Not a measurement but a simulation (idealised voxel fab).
A process module follows: voxel spacer lines.
Displayed cross-section: cut, width of 195 nm, square cells sized 5 nm.
If you're reading a cross-section in this doc, picture square cells in a grid; it comes to you as bands, top ones listed first down to the bottom, and a band can be one or more rows of cells. Read a band's entry like this: the first values are the height of its top and the height of its bottom in nm, and what follows is the sequence of materials from left to right, each with its width in nm. Note that "blank" is empty space, and that a single material marked "all across" reaches across the band from edge to edge. Where do heights start? At 0: under that level the wafer as delivered is made of one material only. And the lowest band has no floor; it just carries on downward, as in "0 and below". Width spec "30->40" -> top row of cells at first value, bottom row at second value, equal per-row change in between. Basically "no modification" means that step didn't change any cell in the cross-section. For the entry "Sealed voids", the listed items are empty spaces with no open way to the top whose size is 8 cells or more; each item follows the pattern width x height at distance, where distance is from the left edge and all three are in nm. That trailing text on a step's line, after the settings, is the simulator's own remark on the step. Each step line may optionally specify "overlay nm", which for a step with a mask gives the rightward distance between the mask's planned place and where it lay, a negative value indicating the leftward direction.

[So here's the lineup of process steps we planned]
- 1: RECEIVE, material Si
- 2: CONFORMAL_DEP, material Al2O3, thk nm 10
- 3: DIRECTIONAL_DEP, material W, thk nm 15
- 4: DIRECTIONAL_DEP, material polySi, thk nm 25
- 5: PATTERN, tone cover, mask id MANDREL, material resist, width nm 20, pitch nm 60, thk nm 30, overlay nm 0
- 6: DIRECTIONAL_ETCH, etch materials polySi, depth nm 25
- 7: STRIP, etch materials resist
- 8: CONFORMAL_DEP, material SiO2, thk nm 10
- 9: DIRECTIONAL_ETCH, etch materials SiO2, depth nm 5
- 10: STRIP, etch materials polySi
- 11: DIRECTIONAL_ETCH, etch materials W, depth nm 15
- 12: STRIP, etch materials SiO2
The plan shows the depth nm of step 9 as the first wafer had it; this setting differs between the wafers, which start out alike.

[Cross-section of the first of several wafers as received (after step 1)]
> 0 and below  Si all across
> Sealed voids: none

[Below: a row per wafer. Contents at end of module: for every material, cells gained since receipt (+) or lost since receipt (-); then closed voids]
depth nm 5 | +78 Al2O3 | +117 W | +60 polySi | Sealed voids: none
depth nm 10 | +78 Al2O3 | +36 W | Sealed voids: none
depth nm 15 | +78 Al2O3 | +36 W | Sealed voids: none
depth nm 20 | +78 Al2O3 | +36 W | Sealed voids: none
depth nm 25 | +78 Al2O3 | +36 W | Sealed voids: none
